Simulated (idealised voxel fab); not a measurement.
Module name: voxel tone inversion (process module)
The width of the displayed cross-section, cut, is 265 nm; its cells are square, with a size of 5 nm.
Heads up, the way a cross-section reads in here is a grid of square cells, handed over as bands from the top down, with every band being one or more rows of cells.
Within each band entry, the heights of the top and of the bottom of the band appear first, in that order and in nm; the materials of the band then follow from left to right, each with its corresponding width in nm. The designation "edge to edge" on a single material indicates that it fills the band from edge to edge; the designation "blank" indicates empty space.
Counting heights begins at 0, where everything beneath is, in the wafer as received, one material. The lowest band has no bottom; it goes on downwards, as "top 0, no bottom" shows.
A width given as "30->40" starts at the first number in the band's top row and ends at the second number in its bottom row, shifting by an equal amount at every step from row to row.
The cross-section has no changed cell in any step marked "no modification".
"Sealed cavities" lists enclosed empty spaces (at least 8 cells, no open path upward to the top), each as width x height at distance from the left edge, in nm.
On a step's line, text after the settings is the simulator commenting on that step.
Steps that use a mask can have "overlay nm" on their line. It says how far the mask sat to the right of where it was meant to be. Negative means to the left.
Listed below are the process steps as planned:
1,RECEIVE: material Si
2,CONFORMAL_DEP: material SiCN, thk nm 5
3,DIRECTIONAL_DEP: material aC, thk nm 20
4,PATTERN: tone cover, mask id POSTS, material resist, width nm 20, pitch nm 45, thk nm 25, overlay nm 0
5,DIRECTIONAL_ETCH: etch materials aC, depth nm 20
6,STRIP: etch materials resist
7,FILL_DEP: material lowk, thk nm 5
8,CMP: height nm 25
9,STRIP: etch materials aC
10,CONFORMAL_DEP: material TiN, thk nm 5
11,FILL_DEP: material Ru, thk nm 5
12,CMP: height nm 25
13,CONFORMAL_DEP: material SiCN, thk nm 5
Account of the first of two wafers, which was processed as intended:
Wafer at receipt (post step 1), cross-section:
top 0, no bottom: Si edge to edge
Sealed cavities: none
Cross-section of the wafer after step 2:
top 5, bottom 0: SiCN edge to edge
At heights below 0, the structure remains unaltered.
Cross-section of the wafer after step 3:
top 25, bottom 5: aC edge to edge
At heights below 5, the structure remains unaltered.
Cross-section of the wafer after step 4:
top 50, bottom 25: blank (75)  resist (20)  blank (25)  resist (20)  blank (25)  resist (20)  blank (80)
At heights below 25, the structure remains unaltered.
Cross-section of the wafer after step 5:
top 30, bottom 25: blank (75)  resist (20)  blank (25)  resist (20)  blank (25)  resist (20)  blank (80)
top 25, bottom 5: blank (75)  aC (20)  blank (25)  aC (20)  blank (25)  aC (20)  blank (80)
At heights below 5, the structure remains unaltered.
Cross-section of the wafer after step 6:
top 25, bottom 5: blank (75)  aC (20)  blank (25)  aC (20)  blank (25)  aC (20)  blank (80)
At heights below 5, the structure remains unaltered.
Cross-section of the wafer after step 7:
top 30, bottom 25: lowk edge to edge
top 25, bottom 5: lowk (75)  aC (20)  lowk (25)  aC (20)  lowk (25)  aC (20)  lowk (80)
At heights below 5, the structure remains unaltered.
Cross-section of the wafer after step 8:
top 25, bottom 5: lowk (75)  aC (20)  lowk (25)  aC (20)  lowk (25)  aC (20)  lowk (80)
At heights below 5, the structure remains unaltered.
Cross-section of the wafer after step 9:
top 25, bottom 5: lowk (75)  blank (20)  lowk (25)  blank (20)  lowk (25)  blank (20)  lowk (80)
At heights below 5, the structure remains unaltered.
Cross-section of the wafer after step 10:
top 30, bottom 25: TiN (80)  blank (10)  TiN (35)  blank (10)  TiN (35)  blank (10)  TiN (85)
top 25, bottom 10: lowk (75)  TiN (5)  blank (10)  TiN (5)  lowk (25)  TiN (5)  blank (10)  TiN (5)  lowk (25)  TiN (5)  blank (10)  TiN (5)  lowk (80)
top 10, bottom 5: lowk (75)  TiN (20)  lowk (25)  TiN (20)  lowk (25)  TiN (20)  lowk (80)
At heights below 5, the structure remains unaltered.
Cross-section of the wafer after step 11:
top 35, bottom 30: Ru edge to edge
top 30, bottom 25: TiN (80)  Ru (10)  TiN (35)  Ru (10)  TiN (35)  Ru (10)  TiN (85)
top 25, bottom 10: lowk (75)  TiN (5)  Ru (10)  TiN (5)  lowk (25)  TiN (5)  Ru (10)  TiN (5)  lowk (25)  TiN (5)  Ru (10)  TiN (5)  lowk (80)
At heights below 10, the structure remains unaltered.
Cross-section of the wafer after step 12:
top 25, bottom 10: lowk (75)  TiN (5)  Ru (10)  TiN (5)  lowk (25)  TiN (5)  Ru (10)  TiN (5)  lowk (25)  TiN (5)  Ru (10)  TiN (5)  lowk (80)
At heights below 10, the structure remains unaltered.
Cross-section of the wafer after step 13:
top 30, bottom 25: SiCN edge to edge
At heights below 25, the structure remains unaltered.
Second wafer, same starting conditions and recipe as the first, one mistake in executing it, nothing differs from the first up to and including step 3:
Cross-section of the second wafer at the time by which step 4 should have been completed according to the plan:
top 50, bottom 25: blank (75)  resist (25)  blank (20)  resist (25)  blank (20)  resist (25)  blank (75)
At heights below 25, the structure remains unaltered.
Cross-section of the second wafer at the time by which step 5 should have been completed according to the plan:
top 30, bottom 25: blank (75)  resist (25)  blank (20)  resist (25)  blank (20)  resist (25)  blank (75)
top 25, bottom 5: blank (75)  aC (25)  blank (20)  aC (25)  blank (20)  aC (25)  blank (75)
At heights below 5, the structure remains unaltered.
Cross-section of the second wafer at the time by which step 6 should have been completed according to the plan:
top 25, bottom 5: blank (75)  aC (25)  blank (20)  aC (25)  blank (20)  aC (25)  blank (75)
At heights below 5, the structure remains unaltered.
Cross-section of the second wafer at the time by which step 7 should have been completed according to the plan:
top 30, bottom 25: lowk edge to edge
top 25, bottom 5: lowk (75)  aC (25)  lowk (20)  aC (25)  lowk (20)  aC (25)  lowk (75)
At heights below 5, the structure remains unaltered.
Cross-section of the second wafer at the time by which step 8 should have been completed according to the plan:
top 25, bottom 5: lowk (75)  aC (25)  lowk (20)  aC (25)  lowk (20)  aC (25)  lowk (75)
At heights below 5, the structure remains unaltered.
Cross-section of the second wafer at the time by which step 9 should have been completed according to the plan:
top 25, bottom 5: lowk (75)  blank (25)  lowk (20)  blank (25)  lowk (20)  blank (25)  lowk (75)
At heights below 5, the structure remains unaltered.
Cross-section of the second wafer at the time by which step 10 should have been completed according to the plan:
top 30, bottom 25: TiN (80)  blank (15)  TiN (30)  blank (15)  TiN (30)  blank (15)  TiN (80)
top 25, bottom 10: lowk (75)  TiN (5)  blank (15)  TiN (5)  lowk (20)  TiN (5)  blank (15)  TiN (5)  lowk (20)  TiN (5)  blank (15)  TiN (5)  lowk (75)
top 10, bottom 5: lowk (75)  TiN (25)  lowk (20)  TiN (25)  lowk (20)  TiN (25)  lowk (75)
At heights below 5, the structure remains unaltered.
Cross-section of the second wafer at the time by which step 11 should have been completed according to the plan:
top 35, bottom 30: Ru edge to edge
top 30, bottom 25: TiN (80)  Ru (15)  TiN (30)  Ru (15)  TiN (30)  Ru (15)  TiN (80)
top 25, bottom 10: lowk (75)  TiN (5)  Ru (15)  TiN (5)  lowk (20)  TiN (5)  Ru (15)  TiN (5)  lowk (20)  TiN (5)  Ru (15)  TiN (5)  lowk (75)
At heights below 10, the structure remains unaltered.
Cross-section of the second wafer at the time by which step 12 should have been completed according to the plan:
top 25, bottom 10: lowk (75)  TiN (5)  Ru (15)  TiN (5)  lowk (20)  TiN (5)  Ru (15)  TiN (5)  lowk (20)  TiN (5)  Ru (15)  TiN (5)  lowk (75)
At heights below 10, the structure remains unaltered.
Cross-section of the second wafer at the time by which step 13 should have been completed according to the plan:
top 30, bottom 25: SiCN edge to edge
At heights below 25, the structure remains unaltered.
Plan not followed: step 4 ran as: PATTERN: tone cover, mask id POSTS, material resist, width nm 25, pitch nm 45, thk nm 25, overlay nm 0
Final difference in cells, second wafer against first, listed per material as more or fewer: +9 Ru | +3 TiN | -12 lowk
